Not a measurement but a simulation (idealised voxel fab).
process module | voxel transistor to metal
cross-section cut | 300 nm wide | cells 5 nm
A cross-section is a grid of square cells, given in bands from the top down. A band is one or more rows of cells.
Each band's line starts with the height of the band's top and of its bottom, in nm. Then come its materials from left to right, each with its width in nm. One material with "throughout" fills the band from edge to edge. "air" is empty space.
Height 0 is the level under which the wafer as received is all one material. The lowest band goes on downwards, as in "0 down".
A width such as "30 to 40" changes by the same amount from each row of cells to the next, from the band's top row to its bottom row.
"no change" after a step means that no cell of the cross-section changed.
closed voids: empty space of 8 cells or more with no open way to the top, each as width x height at its distance from the left edge, in nm
after a step's settings: what the simulator itself notes on the step
overlay nm, on a step with a mask: how far to the right of its planned place the mask lay; to the left if negative
plan
1 op RECEIVE | material Si
2 op OXIDIZE | depth nm 5
3 op CONFORMAL_DEP | material SiN | thk nm 15
4 op PATTERN | tone cover | mask id ACTIVE | material resist | width nm 90 | pitch nm 110 | thk nm 20 | overlay nm 0
5 op DIRECTIONAL_ETCH | etch materials SiN | depth nm 15
6 op DIRECTIONAL_ETCH | etch materials SiO2 | depth nm 5
7 op DIRECTIONAL_ETCH | etch materials Si | depth nm 30
8 op STRIP | etch materials resist
9 op OXIDIZE | depth nm 5
10 op FILL_DEP | material SiO2 | thk nm 10
11 op CMP | height nm 15
12 op SELECTIVE_ETCH | etch materials SiO2 | depth nm 5
13 op STRIP | etch materials SiN
14 op SELECTIVE_ETCH | etch materials SiO2 | depth nm 5
15 op OXIDIZE | depth nm 5
16 op DIRECTIONAL_DEP | material polySi | thk nm 30
17 op DIRECTIONAL_DEP | material SiCN | thk nm 10
18 op MASKED_ETCH | tone cover | mask id GATE | width nm 15 | pitch nm 110 | etch materials SiCN | depth nm 20 | overlay nm 0
19 op MASKED_ETCH | tone cover | mask id GATE | width nm 20 | pitch nm 110 | etch materials polySi | depth nm 40 | overlay nm 0
20 op CONFORMAL_DEP | material SiO2 | thk nm 5
21 op DIRECTIONAL_ETCH | etch materials SiO2 | depth nm 5
22 op CONFORMAL_DEP | material SiN | thk nm 5
23 op DIRECTIONAL_ETCH | etch materials SiN | depth nm 5
24 op DIRECTIONAL_ETCH | etch materials SiO2 | depth nm 5
25 op DIRECTIONAL_ETCH | etch materials Si | depth nm 15
26 op EPI | material SiGe | thk nm 15
27 op FILL_DEP | material SiO2 | thk nm 5
28 op CMP | height nm 35
29 op DIRECTIONAL_DEP | material SiO2 | thk nm 10
30 op DIRECTIONAL_DEP | material aC | thk nm 15
31 op PATTERN | tone open | mask id CONTACT | material resist | width nm 15 | thk nm 35 | overlay nm 0
32 op DIRECTIONAL_ETCH | etch materials aC | depth nm 15
33 op STRIP | etch materials resist
34 op DIRECTIONAL_ETCH | etch materials SiO2 | depth nm 55
35 op STRIP | etch materials aC
36 op CONFORMAL_DEP | material TiN | thk nm 5
37 op FILL_DEP | material W | thk nm 5
38 op CMP | height nm 45
39 op DIRECTIONAL_DEP | material TiN | thk nm 5
40 op DIRECTIONAL_DEP | material Ru | thk nm 20
41 op PATTERN | tone cover | mask id METAL_1 | material resist | width nm 15 | thk nm 15 | overlay nm 0
42 op DIRECTIONAL_ETCH | etch materials Ru | depth nm 20
43 op DIRECTIONAL_ETCH | etch materials TiN | depth nm 5
44 op STRIP | etch materials resist
45 op CONFORMAL_DEP | material SiN | thk nm 5
46 op FILL_DEP | material SiO2 | thk nm 10
47 op CMP | height nm 70
48 op CONFORMAL_DEP | material SiCN | thk nm 5
varied across the wafers: width nm of step 18. The plan shows the first wafer's value. All wafers start alike
first wafer as received, after step 1
  0 down: Si throughout
  closed voids: none
first wafer at the end, after step 48
  75 to 70: SiCN throughout
  70 to 50: SiO2 50 | SiN 5 | Ru 15 | SiN 5 | SiO2 40 | SiN 5 | Ru 15 | SiN 5 | SiO2 20 | SiN 5 | Ru 15 | SiN 5 | SiO2 40 | SiN 5 | Ru 15 | SiN 5 | SiO2 50
  50 to 45: SiN 55 | TiN 15 | SiN 50 | TiN 15 | SiN 30 | TiN 15 | SiN 50 | TiN 15 | SiN 55
  45 to 35: SiO2 55 | TiN 5 | W 5 | TiN 5 | SiO2 50 | TiN 5 | W 5 | TiN 5 | SiO2 30 | TiN 5 | W 5 | TiN 5 | SiO2 50 | TiN 5 | W 5 | TiN 5 | SiO2 55
  35 to 25: SiO2 55 | TiN 5 | W 5 | TiN 5 | SiO2 10 | SiN 5 | SiO2 5 | SiCN 15 | SiO2 5 | SiN 5 | SiO2 5 | TiN 5 | W 5 | TiN 5 | SiO2 30 | TiN 5 | W 5 | TiN 5 | SiO2 10 | SiN 5 | SiO2 5 | SiCN 15 | SiO2 5 | SiN 5 | SiO2 5 | TiN 5 | W 5 | TiN 5 | SiO2 55
  25 to 10: SiO2 55 | TiN 5 | W 5 | TiN 5 | SiO2 5 | SiN 5 | SiO2 5 | polySi 20 | SiO2 5 | SiN 5 | SiO2 5 | TiN 5 | W 5 | TiN 5 | SiO2 30 | TiN 5 | W 5 | TiN 5 | SiO2 5 | SiN 5 | SiO2 5 | polySi 20 | SiO2 5 | SiN 5 | SiO2 5 | TiN 5 | W 5 | TiN 5 | SiO2 55
  10 to 5: SiO2 55 | TiN 15 | SiO2 5 | SiN 5 | SiO2 5 | polySi 20 | SiO2 5 | SiN 5 | SiO2 5 | TiN 15 | SiO2 30 | TiN 15 | SiO2 5 | SiN 5 | SiO2 5 | polySi 20 | SiO2 5 | SiN 5 | SiO2 5 | TiN 15 | SiO2 55
  5 to -5: SiO2 50 | SiN 5 | TiN 5 | SiGe 15 | SiN 5 | SiO2 5 | polySi 20 | SiO2 5 | SiN 5 | SiGe 15 | TiN 5 | SiN 5 | SiO2 20 | SiN 5 | TiN 5 | SiGe 15 | SiN 5 | SiO2 5 | polySi 20 | SiO2 5 | SiN 5 | SiGe 15 | TiN 5 | SiN 5 | SiO2 50
  -5 to -10: SiO2 55 | TiN 5 | SiGe 15 | SiO2 40 | SiGe 15 | TiN 5 | SiO2 30 | TiN 5 | SiGe 15 | SiO2 40 | SiGe 15 | TiN 5 | SiO2 55
  -10 to -25: SiO2 55 | SiGe 20 | Si 40 | SiGe 20 | SiO2 30 | SiGe 20 | Si 40 | SiGe 20 | SiO2 55
  -25 to -40: SiO2 55 | Si 80 | SiO2 30 | Si 80 | SiO2 55
  -40 down: Si throughout
  closed voids: none
last wafer at the end
  75 to 70: SiCN throughout
  70 to 50: SiO2 50 | SiN 5 | Ru 15 | SiN 5 | SiO2 40 | SiN 5 | Ru 15 | SiN 5 | SiO2 20 | SiN 5 | Ru 15 | SiN 5 | SiO2 40 | SiN 5 | Ru 15 | SiN 5 | SiO2 50
  50 to 45: SiN 55 | TiN 15 | SiN 50 | TiN 15 | SiN 30 | TiN 15 | SiN 50 | TiN 15 | SiN 55
  45 to 40: SiO2 55 | TiN 5 | W 5 | TiN 5 | SiO2 50 | TiN 5 | W 5 | TiN 5 | SiO2 30 | TiN 5 | W 5 | TiN 5 | SiO2 50 | TiN 5 | W 5 | TiN 5 | SiO2 55
  40 to 35: SiO2 55 | TiN 5 | W 5 | TiN 5 | SiO2 50 | TiN 15 | SiO2 30 | TiN 5 | W 5 | TiN 5 | SiO2 50 | TiN 15 | SiO2 55
  35 to 25: SiO2 55 | TiN 5 | W 5 | TiN 5 | SiN 5 | SiO2 5 | SiCN 35 | SiO2 5 | SiN 5 | TiN 10 | SiO2 30 | TiN 5 | W 5 | TiN 5 | SiN 5 | SiO2 5 | SiCN 35 | SiO2 5 | SiN 5 | TiN 10 | SiO2 55
  25 to 10: SiO2 55 | TiN 5 | W 5 | TiN 5 | SiN 5 | SiO2 5 | polySi 35 | SiO2 5 | SiN 5 | TiN 10 | SiO2 30 | TiN 5 | W 5 | TiN 5 | SiN 5 | SiO2 5 | polySi 35 | SiO2 5 | SiN 5 | TiN 10 | SiO2 55
  10 to 5: SiO2 55 | TiN 15 | SiN 5 | SiO2 5 | polySi 35 | SiO2 5 | SiN 5 | TiN 10 | SiO2 30 | TiN 15 | SiN 5 | SiO2 5 | polySi 35 | SiO2 5 | SiN 5 | TiN 10 | SiO2 55
  5 to -5: SiO2 50 | SiN 5 | SiGe 15 | SiN 5 | SiO2 5 | polySi 35 | SiO2 5 | SiN 5 | SiGe 10 | SiN 5 | SiO2 20 | SiN 5 | SiGe 15 | SiN 5 | SiO2 5 | polySi 35 | SiO2 5 | SiN 5 | SiGe 10 | SiN 5 | SiO2 50
  -5 to -10: SiO2 55 | SiGe 15 | SiO2 55 | SiGe 10 | SiO2 30 | SiGe 15 | SiO2 55 | SiGe 10 | SiO2 55
  -10 to -25: SiO2 55 | SiGe 15 | Si 55 | SiGe 10 | SiO2 30 | SiGe 15 | Si 55 | SiGe 10 | SiO2 55
  -25 to -40: SiO2 55 | Si 80 | SiO2 30 | Si 80 | SiO2 55
  -40 down: Si throughout
  closed voids: none
each wafer at the end: cells of each material gained (+) or lost (-) since it was received, then its closed voids
width nm 15 | +48 Ru | -336 Si | +72 SiCN | +84 SiGe | +120 SiN | +744 SiO2 | +92 TiN | +28 W | +48 polySi | closed voids: none
width nm 20 | +48 Ru | -336 Si | +76 SiCN | +84 SiGe | +120 SiN | +740 SiO2 | +92 TiN | +28 W | +48 polySi | closed voids: none
width nm 25 | +48 Ru | -330 Si | +80 SiCN | +78 SiGe | +120 SiN | +730 SiO2 | +86 TiN | +28 W | +60 polySi | closed voids: none
width nm 30 | +48 Ru | -324 Si | +84 SiCN | +72 SiGe | +120 SiN | +720 SiO2 | +80 TiN | +28 W | +72 polySi | closed voids: none
width nm 35 | +48 Ru | -318 Si | +88 SiCN | +60 SiGe | +120 SiN | +722 SiO2 | +80 TiN | +16 W | +84 polySi | closed voids: none
